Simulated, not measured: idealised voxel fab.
process module | voxel transistor to metal
cross-section cut | 200 nm wide | cells 5 nm
A cross-section is a grid of square cells, given in bands from the top down. A band is one or more rows of cells.
Each band's line starts with the height of the band's top and of its bottom, in nm. Then come its materials from left to right, each with its width in nm. One material with "throughout" fills the band from edge to edge. "air" is empty space.
Height 0 is the level under which the wafer as received is all one material. The lowest band goes on downwards, as in "0 down".
A width such as "30 to 40" changes by the same amount from each row of cells to the next, from the band's top row to its bottom row.
"no change" after a step means that no cell of the cross-section changed.
closed voids: empty space of 8 cells or more with no open way to the top, each as width x height at its distance from the left edge, in nm
after a step's settings: what the simulator itself notes on the step
overlay nm, on a step with a mask: how far to the right of its planned place the mask lay; to the left if negative
plan
1 op RECEIVE | material Si
2 op CONFORMAL_DEP | material SiO2 | thk nm 5
3 op CONFORMAL_DEP | material SiN | thk nm 10
4 op PATTERN | tone cover | mask id ACTIVE | material resist | width nm 120 | thk nm 15 | overlay nm 0
5 op DIRECTIONAL_ETCH | etch materials SiN | depth nm 10
6 op DIRECTIONAL_ETCH | etch materials SiO2 | depth nm 5
7 op DIRECTIONAL_ETCH | etch materials Si | depth nm 20
8 op STRIP | etch materials resist
9 op OXIDIZE | depth nm 5
10 op FILL_DEP | material SiO2 | thk nm 10
11 op CMP | height nm 15
12 op SELECTIVE_ETCH | etch materials SiO2 | depth nm 10
13 op STRIP | etch materials SiN
14 op SELECTIVE_ETCH | etch materials SiO2 | depth nm 5
15 op OXIDIZE | depth nm 5
16 op DIRECTIONAL_DEP | material polySi | thk nm 30
17 op DIRECTIONAL_DEP | material SiCN | thk nm 15
18 op DIRECTIONAL_DEP | material aC | thk nm 15
19 op PATTERN | tone cover | mask id GATE | material resist | width nm 20 | thk nm 35 | overlay nm 0
20 op DIRECTIONAL_ETCH | etch materials aC | depth nm 15
21 op STRIP | etch materials resist
22 op DIRECTIONAL_ETCH | etch materials SiCN | depth nm 25
23 op DIRECTIONAL_ETCH | etch materials polySi | depth nm 40
24 op STRIP | etch materials aC
25 op CONFORMAL_DEP | material SiO2 | thk nm 5
26 op DIRECTIONAL_ETCH | etch materials SiO2 | depth nm 5
27 op CONFORMAL_DEP | material SiN | thk nm 5
28 op DIRECTIONAL_ETCH | etch materials SiN | depth nm 5
29 op DIRECTIONAL_ETCH | etch materials SiO2 | depth nm 5
30 op DIRECTIONAL_ETCH | etch materials Si | depth nm 5
31 op EPI | material nSi | thk nm 5
32 op FILL_DEP | material SiO2 | thk nm 5
33 op CMP | height nm 45
34 op DIRECTIONAL_DEP | material SiO2 | thk nm 15
35 op DIRECTIONAL_DEP | material aC | thk nm 15
36 op PATTERN | tone open | mask id CONTACT | material resist | width nm 20 | pitch nm 80 | thk nm 30 | overlay nm 0
37 op DIRECTIONAL_ETCH | etch materials aC | depth nm 15
38 op STRIP | etch materials resist
39 op DIRECTIONAL_ETCH | etch materials SiO2 | depth nm 65
40 op STRIP | etch materials aC
41 op CONFORMAL_DEP | material TiN | thk nm 5
42 op FILL_DEP | material W | thk nm 10
43 op CMP | height nm 60
44 op DIRECTIONAL_DEP | material TiN | thk nm 5
45 op DIRECTIONAL_DEP | material Ru | thk nm 20
46 op PATTERN | tone cover | mask id METAL_1 | material resist | width nm 20 | pitch nm 80 | thk nm 20 | overlay nm 0
47 op DIRECTIONAL_ETCH | etch materials Ru | depth nm 20
48 op DIRECTIONAL_ETCH | etch materials TiN | depth nm 5
49 op STRIP | etch materials resist
50 op FILL_DEP | material lowk | thk nm 10
51 op CMP | height nm 85
52 op CONFORMAL_DEP | material SiCN | thk nm 5
as received, after step 1
  0 down: Si throughout
  closed voids: none
first wafer at the end, as planned
  90 to 85: SiCN throughout
  85 to 65: lowk 50 | Ru 20 | lowk 60 | Ru 20 | lowk 50
  65 to 60: lowk 50 | TiN 20 | lowk 60 | TiN 20 | lowk 50
  60 to 45: SiO2 50 | TiN 5 | W 10 | TiN 5 | SiO2 60 | TiN 5 | W 10 | TiN 5 | SiO2 50
  45 to 30: SiO2 50 | TiN 5 | W 10 | TiN 5 | SiO2 10 | SiN 5 | SiO2 5 | SiCN 20 | SiO2 5 | SiN 5 | SiO2 10 | TiN 5 | W 10 | TiN 5 | SiO2 50
  30 to 0: SiO2 50 | TiN 5 | W 10 | TiN 5 | SiO2 10 | SiN 5 | SiO2 5 | polySi 20 | SiO2 5 | SiN 5 | SiO2 10 | TiN 5 | W 10 | TiN 5 | SiO2 50
  0 to -5: SiO2 50 | TiN 20 | SiO2 5 | nSi 5 | SiO2 40 | nSi 5 | SiO2 5 | TiN 20 | SiO2 50
  -5 to -10: SiO2 45 | nSi 35 | Si 40 | nSi 35 | SiO2 45
  -10 to -25: SiO2 45 | Si 110 | SiO2 45
  -25 down: Si throughout
  closed voids: none
second wafer at the end: like start, like plan, one mistake
  90 to 85: SiCN throughout
  85 to 65: lowk 50 | Ru 20 | lowk 60 | Ru 20 | lowk 50
  65 to 60: lowk 50 | TiN 20 | lowk 60 | TiN 20 | lowk 50
  60 to 50: SiO2 50 | TiN 5 | W 10 | TiN 5 | SiO2 60 | TiN 5 | W 10 | TiN 5 | SiO2 50
  50 to 45: SiO2 50 | TiN 20 | SiO2 60 | TiN 20 | SiO2 50
  45 to 30: SiCN 90 | SiO2 5 | SiN 10 | SiO2 5 | SiCN 90
  30 to 0: polySi 90 | SiO2 5 | SiN 10 | SiO2 5 | polySi 90
  0 to -5: SiO2 throughout
  -5 to -25: SiO2 45 | Si 110 | SiO2 45
  -25 down: Si throughout
  closed voids: none
what went wrong: step 19 ran as: op PATTERN | tone open | mask id GATE | material resist | width nm 20 | thk nm 35 | overlay nm 0
at the end the second wafer has, in cells: 14 more of Si | 96 more of SiCN | 206 fewer of SiO2 | 40 fewer of TiN | 40 fewer of W | 16 fewer of nSi | 192 more of polySi
